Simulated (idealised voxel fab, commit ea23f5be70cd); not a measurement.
process module | voxel ribs on slabs
In the cross-section labelled cut, the width is 300 nm and each square cell is 5 nm.
If you're reading a cross-section in this doc, picture square cells in a grid; it comes to you as bands, top ones listed first down to the bottom, and a band can be one or more rows of cells. Top height, bottom height, nm. Materials left to right, width each, nm. Single material + "all across" = fills band edge to edge. "empty" = empty. It should be noted that heights are counted from 0, beneath which the wafer as supplied is of one material throughout, and that the lowest band possesses no lower boundary but continues downward, as written in "0..down". A two-number width, for instance "30..40", indicates that the width is equal to the first number in the top row of the band and to the second number in the bottom row, and that it changes by a constant amount per row of cells. A step reported as "left unchanged" is a step in which no cell of the cross-section changed. What "Enclosed void entries" gives you is every empty space of 8 cells or more that is cut off from the top. Each appears as width x height at distance, with the distance taken from the left edge and width, height and distance all in nm. On a step's line, text after the settings is the simulator commenting on that step. "overlay nm" denotes, for a step that has a mask, the displacement of the mask to the right of its planned place, with negative values corresponding to the left.

**The following list gives the planned process steps**
1. RECEIVE with material Si
2. DIRECTIONAL_DEP with material SiO2, thk nm 30
3. DIRECTIONAL_DEP with material SiN, thk nm 25
4. MASKED_ETCH with tone cover, mask id RIB, width nm 20, etch materials SiN, depth nm 20, overlay nm 0
5. MASKED_ETCH with tone cover, mask id SLAB, width nm 60, etch materials SiN, depth nm 5, overlay nm -15
6. FILL_DEP with material SiO2, thk nm 25
7. CMP with height nm 75
8. DIRECTIONAL_DEP with material W, thk nm 5
9. MASKED_ETCH with tone cover, mask id HEATER, width nm 30, etch materials W, depth nm 5, overlay nm 0
10. CONFORMAL_DEP with material SiO2, thk nm 5
Don't read the plan's overlay nm for step 5 as applying to every wafer: that's the first wafer's value, and the wafers differ in it, though they all start identical.

**Cross-section of the first of several wafers as received (after step 1)**
	0..down  Si all across
	Enclosed void entries: none

**Below is a per-wafer table. In it, each row describes the wafer at the end of the module by giving, for each material, the number of cells gained (+) or lost (-) since the wafer was received, and after that the closed voids of the wafer**
overlay nm -15, +28 SiN, +934 SiO2, +6 W, Enclosed void entries: none
overlay nm -10, +28 SiN, +934 SiO2, +6 W, Enclosed void entries: none
overlay nm -5, +28 SiN, +934 SiO2, +6 W, Enclosed void entries: none
overlay nm 0, +28 SiN, +934 SiO2, +6 W, Enclosed void entries: none
overlay nm 5, +28 SiN, +934 SiO2, +6 W, Enclosed void entries: none
overlay nm 10, +28 SiN, +934 SiO2, +6 W, Enclosed void entries: none
overlay nm 15, +28 SiN, +934 SiO2, +6 W, Enclosed void entries: none
